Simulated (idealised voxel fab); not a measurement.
A process module follows: voxel capacitor over wiring.
The width of the displayed cross-section, cut, is 295 nm; its cells are square, with a size of 5 nm.
Each cross-section below is a grid of square cells, stated as bands in top-down order, with one or more rows of cells making up each band.
Basically the band line says how high the top is and how high the bottom is, in nm, and then what's in it from left to right, every material with its width in nm. Empty space shows up as "blank", and if a single material carries "all across" it runs the full band edge to edge.
For the purposes of this specification, 0 denotes the height below which the wafer in its as-received condition is composed wholly of one material, and the lowermost band, lacking a lower limit, extends downward without end, as expressed in "from 0 down".
Note: "30..40" means the width goes from the first number (top row of the band) to the second number (bottom row) in equal steps per row of cells.
Take "left unchanged" at face value: in the step it is given for, the cross-section changed in none of its cells.
"Voids, fully enclosed" means: voids of 8 cells or more that are shut off from the top with no open way through. Written width x height at distance, distance from the left edge, in nm.
after a step's settings: what the simulator itself notes on the step
A step line may carry the setting "overlay nm", which, for steps involving a mask, states the distance by which the mask lay to the right of its intended position; negative values denote displacement to the left.

-- Intended process steps
step 1: RECEIVE: material Si
step 2: CONFORMAL_DEP: material SiO2, thk nm 10
step 3: CONFORMAL_DEP: material SiCN, thk nm 5
step 4: DIRECTIONAL_DEP: material SiO2, thk nm 25
step 5: PATTERN: tone open, mask id METAL_1, material resist, width nm 30, pitch nm 85, thk nm 20, overlay nm 0
step 6: DIRECTIONAL_ETCH: etch materials SiO2, depth nm 25
step 7: DIRECTIONAL_ETCH: etch materials SiCN, depth nm 5
step 8: STRIP: etch materials resist
step 9: CONFORMAL_DEP: material TiN, thk nm 5
step 10: FILL_DEP: material W, thk nm 5
step 11: CMP: height nm 40
step 12: CONFORMAL_DEP: material SiCN, thk nm 5
step 13: DIRECTIONAL_DEP: material SiO2, thk nm 10
step 14: PATTERN: tone open, mask id PLUG_1, material resist, width nm 15, thk nm 15, overlay nm 0
step 15: DIRECTIONAL_ETCH: etch materials SiO2, depth nm 10
step 16: DIRECTIONAL_ETCH: etch materials SiCN, depth nm 5
step 17: STRIP: etch materials resist
step 18: CONFORMAL_DEP: material TiN, thk nm 5
step 19: FILL_DEP: material W, thk nm 5
step 20: CMP: height nm 55
step 21: DIRECTIONAL_DEP: material TiN, thk nm 10
step 22: DIRECTIONAL_DEP: material Al2O3, thk nm 5
step 23: DIRECTIONAL_DEP: material TiN, thk nm 10
step 24: MASKED_ETCH: tone cover, mask id UPPER_PLATE, width nm 60, etch materials TiN, depth nm 10, overlay nm 0
step 25: MASKED_ETCH: tone cover, mask id UPPER_PLATE, width nm 60, etch materials Al2O3, depth nm 5, overlay nm 0
step 26: MASKED_ETCH: tone cover, mask id LOWER_PLATE, width nm 70, etch materials TiN, depth nm 10, overlay nm 0
step 27: FILL_DEP: material SiO2, thk nm 15
step 28: CMP: height nm 90
step 29: PATTERN: tone open, mask id PLUG_2, material resist, width nm 15, thk nm 15, overlay nm 0
step 30: DIRECTIONAL_ETCH: etch materials SiO2, depth nm 10
step 31: STRIP: etch materials resist
step 32: CONFORMAL_DEP: material TiN, thk nm 5
step 33: FILL_DEP: material Cu, thk nm 5
step 34: CMP: height nm 90
step 35: CONFORMAL_DEP: material SiN, thk nm 5

-- As received (post step 1): cross-section
    from 0 down: Si all across
    Voids, fully enclosed: none

-- Cross-sectional image of the first of two wafers at the end of the module, the run having proceeded as planned
    from 95 to 90: SiN all across
    from 90 to 85: 115 nm SiO2, 5 nm TiN, 5 nm Cu, 5 nm TiN, 165 nm SiO2
    from 85 to 80: 115 nm SiO2, 15 nm TiN, 165 nm SiO2
    from 80 to 70: 105 nm SiO2, 60 nm TiN, 130 nm SiO2
    from 70 to 65: 105 nm SiO2, 60 nm Al2O3, 130 nm SiO2
    from 65 to 55: 100 nm SiO2, 70 nm TiN, 125 nm SiO2
    from 55 to 45: 105 nm SiO2, 5 nm TiN, 5 nm W, 5 nm TiN, 175 nm SiO2
    from 45 to 40: 105 nm SiCN, 15 nm TiN, 175 nm SiCN
    from 40 to 15: 90 nm SiO2, 5 nm TiN, 20 nm W, 5 nm TiN, 55 nm SiO2, 5 nm TiN, 20 nm W, 5 nm TiN, 90 nm SiO2
    from 15 to 10: 90 nm SiCN, 30 nm TiN, 55 nm SiCN, 30 nm TiN, 90 nm SiCN
    from 10 to 0: SiO2 all across
    from 0 down: Si all across
    Voids, fully enclosed: none

-- Here's the second of our two wafers sectioned at module end. Same start as the first, same plan, but one mistake got made running it
    from 95 to 90: SiN all across
    from 90 to 85: 115 nm SiO2, 5 nm TiN, 5 nm Cu, 5 nm TiN, 165 nm SiO2
    from 85 to 80: 115 nm SiO2, 15 nm TiN, 165 nm SiO2
    from 80 to 70: 105 nm SiO2, 60 nm TiN, 130 nm SiO2
    from 70 to 65: 105 nm SiO2, 60 nm Al2O3, 130 nm SiO2
    from 65 to 55: 100 nm SiO2, 70 nm TiN, 125 nm SiO2
    from 55 to 45: 100 nm SiO2, 5 nm TiN, 5 nm W, 5 nm TiN, 180 nm SiO2
    from 45 to 40: 100 nm SiCN, 15 nm TiN, 180 nm SiCN
    from 40 to 15: 90 nm SiO2, 5 nm TiN, 20 nm W, 5 nm TiN, 55 nm SiO2, 5 nm TiN, 20 nm W, 5 nm TiN, 90 nm SiO2
    from 15 to 10: 90 nm SiCN, 30 nm TiN, 55 nm SiCN, 30 nm TiN, 90 nm SiCN
    from 10 to 0: SiO2 all across
    from 0 down: Si all across
    Voids, fully enclosed: none
What broke from the plan during processing? note that step 14 departed from the planned setting and was carried out as PATTERN: tone open, mask id PLUG_1, material resist, width nm 15, thk nm 15, overlay nm -5
Matching per-material cell counts, mismatched positions: that is how the second wafer compares with the first at the end.
